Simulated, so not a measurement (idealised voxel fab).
process module | voxel self aligned vias
cross-section cut | 215 nm wide | cells 5 nm
A cross-section is a grid of square cells, given in bands from the top down. A band is one or more rows of cells.
Each band's line starts with the height of the band's top and of its bottom, in nm. Then come its materials from left to right, each with its width in nm. One material with "throughout" fills the band from edge to edge. "air" is empty space.
Height 0 is the level under which the wafer as received is all one material. The lowest band goes on downwards, as in "0 down".
A width such as "30 to 40" changes by the same amount from each row of cells to the next, from the band's top row to its bottom row.
"no change" after a step means that no cell of the cross-section changed.
closed voids: empty space of 8 cells or more with no open way to the top, each as width x height at its distance from the left edge, in nm
after a step's settings: what the simulator itself notes on the step
overlay nm, on a step with a mask: how far to the right of its planned place the mask lay; to the left if negative
plan
1 op RECEIVE | material Si
2 op CONFORMAL_DEP | material SiO2 | thk nm 10
3 op CONFORMAL_DEP | material SiCN | thk nm 5
4 op DIRECTIONAL_DEP | material lowk | thk nm 20
5 op MASKED_ETCH | tone open | mask id LINES | width nm 30 | pitch nm 60 | etch materials lowk | depth nm 20 | overlay nm 0
6 op CONFORMAL_DEP | material TiN | thk nm 5
7 op FILL_DEP | material W | thk nm 5
8 op CMP | height nm 35
9 op SELECTIVE_ETCH | etch materials W Ru TiN | depth nm 10
10 op FILL_DEP | material SiN | thk nm 10
11 op CMP | height nm 35
12 op DIRECTIONAL_DEP | material lowk | thk nm 20
13 op PATTERN | tone open | mask id VIAS | material resist | width nm 30 | pitch nm 60 | thk nm 15 | overlay nm 0
14 op DIRECTIONAL_ETCH | etch materials lowk | depth nm 20
15 op DIRECTIONAL_ETCH | etch materials SiN | depth nm 10
16 op STRIP | etch materials resist
17 op CONFORMAL_DEP | material TiN | thk nm 5
18 op FILL_DEP | material Cu | thk nm 10
19 op CMP | height nm 55
20 op CONFORMAL_DEP | material SiCN | thk nm 5
varied across the wafers: width nm of step 13. The plan shows the first wafer's value. All wafers start alike
first wafer as received, after step 1
  0 down: Si throughout
  closed voids: none
each wafer at the end: cells of each material gained (+) or lost (-) since it was received, then its closed voids
width nm 30 | +60 Cu | +86 SiCN | +86 SiO2 | +72 TiN | +12 W | +200 lowk | closed voids: none
width nm 35 | +69 Cu | +86 SiCN | +86 SiO2 | +75 TiN | +12 W | +188 lowk | closed voids: none
width nm 40 | +78 Cu | +86 SiCN | +86 SiO2 | +78 TiN | +12 W | +176 lowk | closed voids: none
width nm 45 | +87 Cu | +86 SiCN | +86 SiO2 | +81 TiN | +12 W | +164 lowk | closed voids: none
